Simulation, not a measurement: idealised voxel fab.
Module name: voxel transistor to metal (process module)
For reference, the cross-section in this document is cut, with width 195 nm and square cells of 5 nm.
Cross-section = grid of square cells, listed top down in bands; band = one or more rows.
Band: top height; bottom height; in nm. Then, left to right: material with width in nm, for each material. "everywhere": a single material spanning edge to edge. "empty": empty space.
All heights in this document are referenced to 0, defined as the level beneath which the wafer, as received, consists entirely of one material. The lowest band is not bounded below; it extends indefinitely downward and is written in the form "from 0 down".
A width given as "30 to 40" starts at the first number in the band's top row and ends at the second number in its bottom row, shifting by an equal amount at every step from row to row.
It should be understood that the words "nothing different", when stated for a given step, signify that the cross-section underwent no change in any of its cells during that step.
Voids not open to the top, 8 cells minimum: see "Completely enclosed voids". Written width x height at distance; distance is from the left edge; nm.
The remark found on a step's line after its settings is issued by the simulator itself and pertains to that step.
"overlay nm", when on a step's line for a step with a mask, measures how far to the right of its planned place the mask lay; a negative measure means to the left.

Process steps - plan:
1: RECEIVE [material Si]
2: CONFORMAL_DEP [material SiO2] [thk nm 5]
3: CONFORMAL_DEP [material SiN] [thk nm 15]
4: DIRECTIONAL_DEP [material aC] [thk nm 15]
5: PATTERN [tone cover] [mask id ACTIVE] [material resist] [width nm 95] [thk nm 30] [overlay nm 0]
6: DIRECTIONAL_ETCH [etch materials aC] [depth nm 15]
7: STRIP [etch materials resist]
8: DIRECTIONAL_ETCH [etch materials SiN] [depth nm 15]
9: DIRECTIONAL_ETCH [etch materials SiO2] [depth nm 5]
10: DIRECTIONAL_ETCH [etch materials Si] [depth nm 25]
11: STRIP [etch materials aC]
12: OXIDIZE [depth nm 5]
13: FILL_DEP [material SiO2] [thk nm 10]
14: CMP [height nm 20]
15: SELECTIVE_ETCH [etch materials SiO2] [depth nm 15]
16: STRIP [etch materials SiN]
17: SELECTIVE_ETCH [etch materials SiO2] [depth nm 5]
18: OXIDIZE [depth nm 5]
19: DIRECTIONAL_DEP [material polySi] [thk nm 30]
20: DIRECTIONAL_DEP [material SiCN] [thk nm 10]
21: MASKED_ETCH [tone cover] [mask id GATE] [width nm 25] [etch materials SiCN] [depth nm 20] [overlay nm 0]
22: MASKED_ETCH [tone cover] [mask id GATE] [width nm 25] [etch materials polySi] [depth nm 40] [overlay nm 0]
23: CONFORMAL_DEP [material SiO2] [thk nm 5]
24: DIRECTIONAL_ETCH [etch materials SiO2] [depth nm 5]
25: CONFORMAL_DEP [material SiN] [thk nm 10]
26: DIRECTIONAL_ETCH [etch materials SiN] [depth nm 10]
27: DIRECTIONAL_ETCH [etch materials SiO2] [depth nm 5]
28: DIRECTIONAL_ETCH [etch materials Si] [depth nm 10]
29: EPI [material SiGe] [thk nm 10]
30: FILL_DEP [material SiO2] [thk nm 5]
31: CMP [height nm 40]
32: DIRECTIONAL_DEP [material SiO2] [thk nm 15]
33: DIRECTIONAL_DEP [material aC] [thk nm 10]
34: PATTERN [tone open] [mask id CONTACT] [material resist] [width nm 15] [pitch nm 70] [thk nm 25] [overlay nm 0]
35: DIRECTIONAL_ETCH [etch materials aC] [depth nm 10]
36: STRIP [etch materials resist]
37: DIRECTIONAL_ETCH [etch materials SiO2] [depth nm 60]
38: STRIP [etch materials aC]
39: CONFORMAL_DEP [material TiN] [thk nm 5]
40: FILL_DEP [material Ru] [thk nm 5]
41: CMP [height nm 55]
42: CONFORMAL_DEP [material SiN] [thk nm 5]
43: DIRECTIONAL_DEP [material lowk] [thk nm 20]
44: PATTERN [tone open] [mask id METAL_1] [material resist] [width nm 15] [pitch nm 70] [thk nm 20] [overlay nm 0]
45: DIRECTIONAL_ETCH [etch materials lowk] [depth nm 20]
46: DIRECTIONAL_ETCH [etch materials SiN] [depth nm 5]
47: STRIP [etch materials resist]
48: CONFORMAL_DEP [material TiN] [thk nm 5]
49: FILL_DEP [material W] [thk nm 10]
50: CMP [height nm 80]
51: CONFORMAL_DEP [material SiCN] [thk nm 5]
52: DIRECTIONAL_DEP [material lowk] [thk nm 35]
53: PATTERN [tone open] [mask id METAL_2] [material resist] [width nm 15] [pitch nm 70] [thk nm 15] [overlay nm 0]
54: DIRECTIONAL_ETCH [etch materials lowk] [depth nm 20]
55: STRIP [etch materials resist]
56: PATTERN [tone open] [mask id METAL_2_HOLES] [material resist] [width nm 15] [pitch nm 70] [thk nm 20] [overlay nm 0]
57: DIRECTIONAL_ETCH [etch materials lowk] [depth nm 15]
58: DIRECTIONAL_ETCH [etch materials SiCN] [depth nm 5]
59: STRIP [etch materials resist]
60: CONFORMAL_DEP [material TiN] [thk nm 5]
61: FILL_DEP [material Cu] [thk nm 5]
62: CMP [height nm 120]
63: CONFORMAL_DEP [material SiCN] [thk nm 5]

First wafer, two in total, run as planned:

So this is the incoming wafer in cross-section - it's already been through step 1:
	from 0 down  Si everywhere
	Completely enclosed voids: none

The wafer, seen in cross-section, after step 2:
	from 5 to 0  SiO2 everywhere
	Under 0: no change, same as before.

The wafer, seen in cross-section, after step 3:
	from 20 to 5  SiN everywhere
	Under 5: no change, same as before.

The wafer, seen in cross-section, after step 4:
	from 35 to 20  aC everywhere
	Under 20: no change, same as before.

The wafer, seen in cross-section, after step 5:
	from 65 to 35  empty (50), then resist (95), then empty (50)
	Under 35: no change, same as before.

The wafer, seen in cross-section, after step 6:
	from 50 to 35  empty (50), then resist (95), then empty (50)
	from 35 to 20  empty (50), then aC (95), then empty (50)
	Under 20: no change, same as before.

The wafer, seen in cross-section, after step 7:
	from 35 to 20  empty (50), then aC (95), then empty (50)
	Under 20: no change, same as before.

The wafer, seen in cross-section, after step 8:
	from 35 to 20  empty (50), then aC (95), then empty (50)
	from 20 to 5  empty (50), then SiN (95), then empty (50)
	Under 5: no change, same as before.

The wafer, seen in cross-section, after step 9:
	from 35 to 20  empty (50), then aC (95), then empty (50)
	from 20 to 5  empty (50), then SiN (95), then empty (50)
	from 5 to 0  empty (50), then SiO2 (95), then empty (50)
	Under 0: no change, same as before.

The wafer, seen in cross-section, after step 10:
	from 35 to 20  empty (50), then aC (95), then empty (50)
	from 20 to 5  empty (50), then SiN (95), then empty (50)
	from 5 to 0  empty (50), then SiO2 (95), then empty (50)
	from 0 to -25  empty (50), then Si (95), then empty (50)
	Under -25: no change, same as before.

The wafer, seen in cross-section, after step 11:
	from 20 to 5  empty (50), then SiN (95), then empty (50)
	Under 5: no change, same as before.

The wafer, seen in cross-section, after step 12:
	from 20 to 5  empty (50), then SiN (95), then empty (50)
	from 5 to 0  empty (50), then SiO2 (95), then empty (50)
	from 0 to -25  empty (50), then SiO2 (5), then Si (85), then SiO2 (5), then empty (50)
	from -25 to -30  SiO2 (55), then Si (85), then SiO2 (55)
	Under -30: no change, same as before.

The wafer, seen in cross-section, after step 13:
	from 30 to 20  SiO2 everywhere
	from 20 to 5  SiO2 (50), then SiN (95), then SiO2 (50)
	from 5 to 0  SiO2 everywhere
	from 0 to -30  SiO2 (55), then Si (85), then SiO2 (55)
	Under -30: no change, same as before.

The wafer, seen in cross-section, after step 14:
	from 20 to 5  SiO2 (50), then SiN (95), then SiO2 (50)
	Under 5: no change, same as before.

The wafer, seen in cross-section, after step 15:
	from 20 to 5  empty (50), then SiN (95), then empty (50)
	Under 5: no change, same as before.

The wafer, seen in cross-section, after step 16:
	from 5 to 0  SiO2 everywhere
	Under 0: no change, same as before.

The wafer, seen in cross-section, after step 17:
	from 0 to -30  SiO2 (55), then Si (85), then SiO2 (55)
	Under -30: no change, same as before.

The wafer, seen in cross-section, after step 18:
	from 0 to -5  SiO2 everywhere
	Under -5: no change, same as before.

The wafer, seen in cross-section, after step 19:
	from 30 to 0  polySi everywhere
	Under 0: no change, same as before.

The wafer, seen in cross-section, after step 20:
	from 40 to 30  SiCN everywhere
	Under 30: no change, same as before.

The wafer, seen in cross-section, after step 21:
	from 40 to 30  empty (85), then SiCN (25), then empty (85)
	Under 30: no change, same as before.

The wafer, seen in cross-section, after step 22:
	from 40 to 30  empty (85), then SiCN (25), then empty (85)
	from 30 to 0  empty (85), then polySi (25), then empty (85)
	Under 0: no change, same as before.

The wafer, seen in cross-section, after step 23:
	from 45 to 40  empty (80), then SiO2 (35), then empty (80)
	from 40 to 30  empty (80), then SiO2 (5), then SiCN (25), then SiO2 (5), then empty (80)
	from 30 to 5  empty (80), then SiO2 (5), then polySi (25), then SiO2 (5), then empty (80)
	from 5 to 0  SiO2 (85), then polySi (25), then SiO2 (85)
	Under 0: no change, same as before.

The wafer, seen in cross-section, after step 24:
	from 40 to 30  empty (80), then SiO2 (5), then SiCN (25), then SiO2 (5), then empty (80)
	from 30 to 0  empty (80), then SiO2 (5), then polySi (25), then SiO2 (5), then empty (80)
	Under 0: no change, same as before.

The wafer, seen in cross-section, after step 25:
	from 50 to 40  empty (70), then SiN (55), then empty (70)
	from 40 to 30  empty (70), then SiN (10), then SiO2 (5), then SiCN (25), then SiO2 (5), then SiN (10), then empty (70)
	from 30 to 10  empty (70), then SiN (10), then SiO2 (5), then polySi (25), then SiO2 (5), then SiN (10), then empty (70)
	from 10 to 0  SiN (80), then SiO2 (5), then polySi (25), then SiO2 (5), then SiN (80)
	Under 0: no change, same as before.

The wafer, seen in cross-section, after step 26:
	from 40 to 30  empty (70), then SiN (10), then SiO2 (5), then SiCN (25), then SiO2 (5), then SiN (10), then empty (70)
	from 30 to 0  empty (70), then SiN (10), then SiO2 (5), then polySi (25), then SiO2 (5), then SiN (10), then empty (70)
	Under 0: no change, same as before.

The wafer, seen in cross-section, after step 27:
	from 40 to 35  empty (70), then SiN (10), then empty (5), then SiCN (25), then empty (5), then SiN (10), then empty (70)
	from 35 to 30  empty (70), then SiN (10), then SiO2 (5), then SiCN (25), then SiO2 (5), then SiN (10), then empty (70)
	from 30 to 0  empty (70), then SiN (10), then SiO2 (5), then polySi (25), then SiO2 (5), then SiN (10), then empty (70)
	from 0 to -5  empty (70), then SiO2 (55), then empty (70)
	Under -5: no change, same as before.

The wafer, seen in cross-section, after step 28:
	from 40 to 35  empty (70), then SiN (10), then empty (5), then SiCN (25), then empty (5), then SiN (10), then empty (70)
	from 35 to 30  empty (70), then SiN (10), then SiO2 (5), then SiCN (25), then SiO2 (5), then SiN (10), then empty (70)
	from 30 to 0  empty (70), then SiN (10), then SiO2 (5), then polySi (25), then SiO2 (5), then SiN (10), then empty (70)
	from 0 to -5  empty (70), then SiO2 (55), then empty (70)
	from -5 to -15  SiO2 (55), then empty (15), then Si (55), then empty (15), then SiO2 (55)
	Under -15: no change, same as before.

The wafer, seen in cross-section, after step 29:
	from 40 to 35  empty (70), then SiN (10), then empty (5), then SiCN (25), then empty (5), then SiN (10), then empty (70)
	from 35 to 30  empty (70), then SiN (10), then SiO2 (5), then SiCN (25), then SiO2 (5), then SiN (10), then empty (70)
	from 30 to 5  empty (70), then SiN (10), then SiO2 (5), then polySi (25), then SiO2 (5), then SiN (10), then empty (70)
	from 5 to 0  empty (60), then SiGe (10), then SiN (10), then SiO2 (5), then polySi (25), then SiO2 (5), then SiN (10), then SiGe (10), then empty (60)
	from 0 to -5  empty (60), then SiGe (10), then SiO2 (55), then SiGe (10), then empty (60)
	from -5 to -15  SiO2 (55), then SiGe (15), then Si (55), then SiGe (15), then SiO2 (55)
	Under -15: no change, same as before.

The wafer, seen in cross-section, after step 30:
	from 45 to 40  SiO2 everywhere
	from 40 to 30  SiO2 (70), then SiN (10), then SiO2 (5), then SiCN (25), then SiO2 (5), then SiN (10), then SiO2 (70)
	from 30 to 5  SiO2 (70), then SiN (10), then SiO2 (5), then polySi (25), then SiO2 (5), then SiN (10), then SiO2 (70)
	from 5 to 0  SiO2 (60), then SiGe (10), then SiN (10), then SiO2 (5), then polySi (25), then SiO2 (5), then SiN (10), then SiGe (10), then SiO2 (60)
	from 0 to -5  SiO2 (60), then SiGe (10), then SiO2 (55), then SiGe (10), then SiO2 (60)
	Under -5: no change, same as before.

The wafer, seen in cross-section, after step 31:
	from 40 to 30  SiO2 (70), then SiN (10), then SiO2 (5), then SiCN (25), then SiO2 (5), then SiN (10), then SiO2 (70)
	Under 30: no change, same as before.

The wafer, seen in cross-section, after step 32:
	from 55 to 40  SiO2 everywhere
	Under 40: no change, same as before.

The wafer, seen in cross-section, after step 33:
	from 65 to 55  aC everywhere
	Under 55: no change, same as before.

The wafer, seen in cross-section, after step 34:
	from 90 to 65  resist (55), then empty (15), then resist (55), then empty (15), then resist (55)
	Under 65: no change, same as before.

The wafer, seen in cross-section, after step 35:
	from 80 to 65  resist (55), then empty (15), then resist (55), then empty (15), then resist (55)
	from 65 to 55  aC (55), then empty (15), then aC (55), then empty (15), then aC (55)
	Under 55: no change, same as before.

The wafer, seen in cross-section, after step 36:
	from 65 to 55  aC (55), then empty (15), then aC (55), then empty (15), then aC (55)
	Under 55: no change, same as before.

The wafer, seen in cross-section, after step 37:
	from 65 to 55  aC (55), then empty (15), then aC (55), then empty (15), then aC (55)
	from 55 to 40  SiO2 (55), then empty (15), then SiO2 (55), then empty (15), then SiO2 (55)
	from 40 to 30  SiO2 (55), then empty (15), then SiN (10), then SiO2 (5), then SiCN (25), then SiO2 (5), then SiN (10), then empty (15), then SiO2 (55)
	from 30 to 5  SiO2 (55), then empty (15), then SiN (10), then SiO2 (5), then polySi (25), then SiO2 (5), then SiN (10), then empty (15), then SiO2 (55)
	from 5 to 0  SiO2 (55), then empty (5), then SiGe (10), then SiN (10), then SiO2 (5), then polySi (25), then SiO2 (5), then SiN (10), then SiGe (10), then empty (5), then SiO2 (55)
	from 0 to -5  SiO2 (55), then empty (5), then SiGe (10), then SiO2 (55), then SiGe (10), then empty (5), then SiO2 (55)
	Under -5: no change, same as before.

The wafer, seen in cross-section, after step 38:
	from 55 to 40  SiO2 (55), then empty (15), then SiO2 (55), then empty (15), then SiO2 (55)
	Under 40: no change, same as before.

The wafer, seen in cross-section, after step 39:
	from 60 to 55  TiN (60), then empty (5), then TiN (65), then empty (5), then TiN (60)
	from 55 to 40  SiO2 (55), then TiN (5), then empty (5), then TiN (5), then SiO2 (55), then TiN (5), then empty (5), then TiN (5), then SiO2 (55)
	from 40 to 30  SiO2 (55), then TiN (5), then empty (5), then TiN (5), then SiN (10), then SiO2 (5), then SiCN (25), then SiO2 (5), then SiN (10), then TiN (5), then empty (5), then TiN (5), then SiO2 (55)
	from 30 to 10  SiO2 (55), then TiN (5), then empty (5), then TiN (5), then SiN (10), then SiO2 (5), then polySi (25), then SiO2 (5), then SiN (10), then TiN (5), then empty (5), then TiN (5), then SiO2 (55)
	from 10 to 5  SiO2 (55), then TiN (15), then SiN (10), then SiO2 (5), then polySi (25), then SiO2 (5), then SiN (10), then TiN (15), then SiO2 (55)
	from 5 to 0  SiO2 (55), then TiN (5), then SiGe (10), then SiN (10), then SiO2 (5), then polySi (25), then SiO2 (5), then SiN (10), then SiGe (10), then TiN (5), then SiO2 (55)
	from 0 to -5  SiO2 (55), then TiN (5), then SiGe (10), then SiO2 (55), then SiGe (10), then TiN (5), then SiO2 (55)
	Under -5: no change, same as before.

The wafer, seen in cross-section, after step 40:
	from 65 to 60  Ru everywhere
	from 60 to 55  TiN (60), then Ru (5), then TiN (65), then Ru (5), then TiN (60)
	from 55 to 40  SiO2 (55), then TiN (5), then Ru (5), then TiN (5), then SiO2 (55), then TiN (5), then Ru (5), then TiN (5), then SiO2 (55)
	from 40 to 30  SiO2 (55), then TiN (5), then Ru (5), then TiN (5), then SiN (10), then SiO2 (5), then SiCN (25), then SiO2 (5), then SiN (10), then TiN (5), then Ru (5), then TiN (5), then SiO2 (55)
	from 30 to 10  SiO2 (55), then TiN (5), then Ru (5), then TiN (5), then SiN (10), then SiO2 (5), then polySi (25), then SiO2 (5), then SiN (10), then TiN (5), then Ru (5), then TiN (5), then SiO2 (55)
	Under 10: no change, same as before.

The wafer, seen in cross-section, after step 41:
	from 55 to 40  SiO2 (55), then TiN (5), then Ru (5), then TiN (5), then SiO2 (55), then TiN (5), then Ru (5), then TiN (5), then SiO2 (55)
	Under 40: no change, same as before.

The wafer, seen in cross-section, after step 42:
	from 60 to 55  SiN everywhere
	Under 55: no change, same as before.

The wafer, seen in cross-section, after step 43:
	from 80 to 60  lowk everywhere
	Under 60: no change, same as before.

The wafer, seen in cross-section, after step 44:
	from 100 to 80  resist (55), then empty (15), then resist (55), then empty (15), then resist (55)
	Under 80: no change, same as before.

The wafer, seen in cross-section, after step 45:
	from 100 to 80  resist (55), then empty (15), then resist (55), then empty (15), then resist (55)
	from 80 to 60  lowk (55), then empty (15), then lowk (55), then empty (15), then lowk (55)
	Under 60: no change, same as before.

The wafer, seen in cross-section, after step 46:
	from 100 to 80  resist (55), then empty (15), then resist (55), then empty (15), then resist (55)
	from 80 to 60  lowk (55), then empty (15), then lowk (55), then empty (15), then lowk (55)
	from 60 to 55  SiN (55), then empty (15), then SiN (55), then empty (15), then SiN (55)
	Under 55: no change, same as before.

The wafer, seen in cross-section, after step 47:
	from 80 to 60  lowk (55), then empty (15), then lowk (55), then empty (15), then lowk (55)
	Under 60: no change, same as before.

The wafer, seen in cross-section, after step 48:
	from 85 to 80  TiN (60), then empty (5), then TiN (65), then empty (5), then TiN (60)
	from 80 to 60  lowk (55), then TiN (5), then empty (5), then TiN (5), then lowk (55), then TiN (5), then empty (5), then TiN (5), then lowk (55)
	from 60 to 55  SiN (55), then TiN (15), then SiN (55), then TiN (15), then SiN (55)
	Under 55: no change, same as before.

The wafer, seen in cross-section, after step 49:
	from 95 to 85  W everywhere
	from 85 to 80  TiN (60), then W (5), then TiN (65), then W (5), then TiN (60)
	from 80 to 60  lowk (55), then TiN (5), then W (5), then TiN (5), then lowk (55), then TiN (5), then W (5), then TiN (5), then lowk (55)
	Under 60: no change, same as before.

The wafer, seen in cross-section, after step 50:
	from 80 to 60  lowk (55), then TiN (5), then W (5), then TiN (5), then lowk (55), then TiN (5), then W (5), then TiN (5), then lowk (55)
	Under 60: no change, same as before.

The wafer, seen in cross-section, after step 51:
	from 85 to 80  SiCN everywhere
	Under 80: no change, same as before.

The wafer, seen in cross-section, after step 52:
	from 120 to 85  lowk everywhere
	Under 85: no change, same as before.

The wafer, seen in cross-section, after step 53:
	from 135 to 120  resist (55), then empty (15), then resist (55), then empty (15), then resist (55)
	Under 120: no change, same as before.

The wafer, seen in cross-section, after step 54:
	from 135 to 120  resist (55), then empty (15), then resist (55), then empty (15), then resist (55)
	from 120 to 100  lowk (55), then empty (15), then lowk (55), then empty (15), then lowk (55)
	Under 100: no change, same as before.

The wafer, seen in cross-section, after step 55:
	from 120 to 100  lowk (55), then empty (15), then lowk (55), then empty (15), then lowk (55)
	Under 100: no change, same as before.

The wafer, seen in cross-section, after step 56:
	from 140 to 120  resist (55), then empty (15), then resist (55), then empty (15), then resist (55)
	Under 120: no change, same as before.

The wafer, seen in cross-section, after step 57:
	from 140 to 120  resist (55), then empty (15), then resist (55), then empty (15), then resist (55)
	from 120 to 85  lowk (55), then empty (15), then lowk (55), then empty (15), then lowk (55)
	Under 85: no change, same as before.

The wafer, seen in cross-section, after step 58:
	from 140 to 120  resist (55), then empty (15), then resist (55), then empty (15), then resist (55)
	from 120 to 85  lowk (55), then empty (15), then lowk (55), then empty (15), then lowk (55)
	from 85 to 80  SiCN (55), then empty (15), then SiCN (55), then empty (15), then SiCN (55)
	Under 80: no change, same as before.

The wafer, seen in cross-section, after step 59:
	from 120 to 85  lowk (55), then empty (15), then lowk (55), then empty (15), then lowk (55)
	Under 85: no change, same as before.

The wafer, seen in cross-section, after step 60:
	from 125 to 120  TiN (60), then empty (5), then TiN (65), then empty (5), then TiN (60)
	from 120 to 85  lowk (55), then TiN (5), then empty (5), then TiN (5), then lowk (55), then TiN (5), then empty (5), then TiN (5), then lowk (55)
	from 85 to 80  SiCN (55), then TiN (15), then SiCN (55), then TiN (15), then SiCN (55)
	Under 80: no change, same as before.

The wafer, seen in cross-section, after step 61:
	from 130 to 125  Cu everywhere
	from 125 to 120  TiN (60), then Cu (5), then TiN (65), then Cu (5), then TiN (60)
	from 120 to 85  lowk (55), then TiN (5), then Cu (5), then TiN (5), then lowk (55), then TiN (5), then Cu (5), then TiN (5), then lowk (55)
	Under 85: no change, same as before.

The wafer, seen in cross-section, after step 62:
	from 120 to 85  lowk (55), then TiN (5), then Cu (5), then TiN (5), then lowk (55), then TiN (5), then Cu (5), then TiN (5), then lowk (55)
	Under 85: no change, same as before.

The wafer, seen in cross-section, after step 63:
	from 125 to 120  SiCN everywhere
	Under 120: no change, same as before.

Second of two: same start, same plan, one run error; steps up to and including 52 match the first:

Second wafer at the planned finish of step 53, seen in cross-section:
	from 135 to 120  resist (50), then empty (15), then resist (55), then empty (15), then resist (60)
	Under 120: no change, same as before.

Second wafer at the planned finish of step 54, seen in cross-section:
	from 135 to 120  resist (50), then empty (15), then resist (55), then empty (15), then resist (60)
	from 120 to 100  lowk (50), then empty (15), then lowk (55), then empty (15), then lowk (60)
	Under 100: no change, same as before.

Second wafer at the planned finish of step 55, seen in cross-section:
	from 120 to 100  lowk (50), then empty (15), then lowk (55), then empty (15), then lowk (60)
	Under 100: no change, same as before.

Second wafer at the planned finish of step 56, seen in cross-section:
	from 140 to 120  resist (55), then empty (15), then resist (55), then empty (15), then resist (55)
	from 120 to 100  lowk (50), then resist (5), then empty (10), then lowk (55), then resist (5), then empty (10), then lowk (60)
	Under 100: no change, same as before.

Second wafer at the planned finish of step 57, seen in cross-section:
	from 140 to 120  resist (55), then empty (15), then resist (55), then empty (15), then resist (55)
	from 120 to 105  lowk (50), then resist (5), then empty (15), then lowk (50), then resist (5), then empty (15), then lowk (55)
	from 105 to 100  lowk (50), then resist (5), then empty (10), then lowk (55), then resist (5), then empty (10), then lowk (60)
	from 100 to 85  lowk (55), then empty (10), then lowk (60), then empty (10), then lowk (60)
	Under 85: no change, same as before.

Second wafer at the planned finish of step 58, seen in cross-section:
	from 140 to 120  resist (55), then empty (15), then resist (55), then empty (15), then resist (55)
	from 120 to 105  lowk (50), then resist (5), then empty (15), then lowk (50), then resist (5), then empty (15), then lowk (55)
	from 105 to 100  lowk (50), then resist (5), then empty (10), then lowk (55), then resist (5), then empty (10), then lowk (60)
	from 100 to 85  lowk (55), then empty (10), then lowk (60), then empty (10), then lowk (60)
	from 85 to 80  SiCN (55), then empty (10), then SiCN (60), then empty (10), then SiCN (60)
	Under 80: no change, same as before.

Second wafer at the planned finish of step 59, seen in cross-section:
	from 120 to 105  lowk (50), then empty (20), then lowk (50), then empty (20), then lowk (55)
	from 105 to 100  lowk (50), then empty (15), then lowk (55), then empty (15), then lowk (60)
	Under 100: no change, same as before.

Second wafer at the planned finish of step 60, seen in cross-section:
	from 125 to 120  TiN (55), then empty (10), then TiN (60), then empty (10), then TiN (60)
	from 120 to 110  lowk (50), then TiN (5), then empty (10), then TiN (5), then lowk (50), then TiN (5), then empty (10), then TiN (5), then lowk (55)
	from 110 to 105  lowk (50), then TiN (5), then empty (5), then TiN (10), then lowk (50), then TiN (5), then empty (5), then TiN (10), then lowk (55)
	from 105 to 100  lowk (50), then TiN (15), then lowk (55), then TiN (15), then lowk (60)
	from 100 to 85  lowk (55), then TiN (10), then lowk (60), then TiN (10), then lowk (60)
	from 85 to 80  SiCN (55), then TiN (10), then SiCN (60), then TiN (10), then SiCN (60)
	Under 80: no change, same as before.

Second wafer at the planned finish of step 61, seen in cross-section:
	from 130 to 125  Cu everywhere
	from 125 to 120  TiN (55), then Cu (10), then TiN (60), then Cu (10), then TiN (60)
	from 120 to 110  lowk (50), then TiN (5), then Cu (10), then TiN (5), then lowk (50), then TiN (5), then Cu (10), then TiN (5), then lowk (55)
	from 110 to 105  lowk (50), then TiN (5), then Cu (5), then TiN (10), then lowk (50), then TiN (5), then Cu (5), then TiN (10), then lowk (55)
	Under 105: no change, same as before.

Second wafer at the planned finish of step 62, seen in cross-section:
	from 120 to 110  lowk (50), then TiN (5), then Cu (10), then TiN (5), then lowk (50), then TiN (5), then Cu (10), then TiN (5), then lowk (55)
	Under 110: no change, same as before.

Second wafer at the planned finish of step 63, seen in cross-section:
	from 125 to 120  SiCN everywhere
	Under 120: no change, same as before.
So what did we get wrong on this run? step 53 was run on a setting that differed from the plan, and what really ran there is PATTERN [tone open] [mask id METAL_2] [material resist] [width nm 15] [pitch nm 70] [thk nm 15] [overlay nm -5]
at the end the second wafer has, in cells: -4 Cu | +2 SiCN | +2 TiN
